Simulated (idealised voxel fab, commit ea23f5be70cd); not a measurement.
process module | voxel gate over fins
cross-section cut | 250 nm wide | cells 5 nm
A cross-section is a grid of square cells, given in bands from the top down. A band is one or more rows of cells.
Each band's line starts with the height of the band's top and of its bottom, in nm. Then come its materials from left to right, each with its width in nm. One material with "throughout" fills the band from edge to edge. "air" is empty space.
Height 0 is the level under which the wafer as received is all one material. The lowest band goes on downwards, as in "0 down".
A width such as "30 to 40" changes by the same amount from each row of cells to the next, from the band's top row to its bottom row.
"no change" after a step means that no cell of the cross-section changed.
closed voids: empty space of 8 cells or more with no open way to the top, each as width x height at its distance from the left edge, in nm
after a step's settings: what the simulator itself notes on the step
overlay nm, on a step with a mask: how far to the right of its planned place the mask lay; to the left if negative
plan
1 op RECEIVE | material Si
2 op CONFORMAL_DEP | material SiN | thk nm 10
3 op PATTERN | tone cover | mask id FINS | material resist | width nm 15 | pitch nm 50 | thk nm 20 | overlay nm 0
4 op DIRECTIONAL_ETCH | etch materials SiN | depth nm 10
5 op DIRECTIONAL_ETCH | etch materials Si | depth nm 30
6 op STRIP | etch materials resist
7 op FILL_DEP | material SiO2 | thk nm 5
8 op CMP | height nm 10
9 op MASKED_ETCH | tone open | mask id RAIL | width nm 15 | etch materials SiO2 | depth nm 35 | overlay nm 0
10 op CONFORMAL_DEP | material TiN | thk nm 5
11 op FILL_DEP | material W | thk nm 10
12 op CMP | height nm 10
13 op SELECTIVE_ETCH | etch materials W Ru TiN | depth nm 30
14 op FILL_DEP | material SiO2 | thk nm 5
15 op CMP | height nm 10
16 op SELECTIVE_ETCH | etch materials SiO2 | depth nm 25
17 op STRIP | etch materials SiN
18 op CONFORMAL_DEP | material HfO2 | thk nm 5
19 op CONFORMAL_DEP | material TiN | thk nm 5
20 op CONFORMAL_DEP | material TiAl | thk nm 5
21 op CONFORMAL_DEP | material TiN | thk nm 5
22 op FILL_DEP | material W | thk nm 15
23 op CMP | height nm 30
24 op CONFORMAL_DEP | material SiCN | thk nm 5
as received, after step 1
  0 down: Si throughout
  closed voids: none
a wafer at the end: this start, this plan, one mistake
  35 to 30: SiCN throughout
  30 to 20: W throughout
  20 to 15: W 45 | TiN 155 | W 50
  15 to 10: W 45 | TiN 5 | TiAl 45 | TiN 5 | TiAl 45 | TiN 5 | TiAl 45 | TiN 5 | W 50
  10 to 5: W 45 | TiN 5 | TiAl 5 | TiN 35 | TiAl 5 | TiN 5 | TiAl 5 | TiN 35 | TiAl 5 | TiN 5 | TiAl 5 | TiN 35 | TiAl 5 | TiN 5 | W 50
  5 to 0: TiN 50 | TiAl 5 | TiN 5 | HfO2 25 | TiN 5 | TiAl 5 | TiN 5 | TiAl 5 | TiN 5 | HfO2 25 | TiN 5 | TiAl 5 | TiN 5 | TiAl 5 | TiN 5 | HfO2 25 | TiN 5 | TiAl 5 | TiN 55
  0 to -5: TiAl 55 | TiN 5 | HfO2 5 | Si 15 | HfO2 5 | TiN 5 | TiAl 15 | TiN 5 | HfO2 5 | Si 15 | HfO2 5 | TiN 5 | TiAl 15 | TiN 5 | HfO2 5 | Si 15 | HfO2 5 | TiN 5 | TiAl 60
  -5 to -10: TiN 60 | HfO2 5 | Si 15 | HfO2 5 | TiN 25 | HfO2 5 | Si 15 | HfO2 5 | TiN 25 | HfO2 5 | Si 15 | HfO2 5 | TiN 65
  -10 to -15: HfO2 65 | Si 15 | HfO2 35 | Si 15 | HfO2 35 | Si 15 | HfO2 70
  -15 to -20: SiO2 65 | Si 15 | SiO2 35 | Si 15 | SiO2 35 | Si 15 | SiO2 70
  -20 to -25: SiO2 65 | Si 15 | SiO2 10 | TiN 20 | SiO2 5 | Si 15 | SiO2 35 | Si 15 | SiO2 70
  -25 to -30: SiO2 65 | Si 15 | SiO2 35 | Si 15 | SiO2 35 | Si 15 | SiO2 70
  -30 down: Si throughout
  closed voids: none
what went wrong: step 9 ran as: op MASKED_ETCH | tone open | mask id RAIL | width nm 20 | etch materials SiO2 | depth nm 35 | overlay nm 0
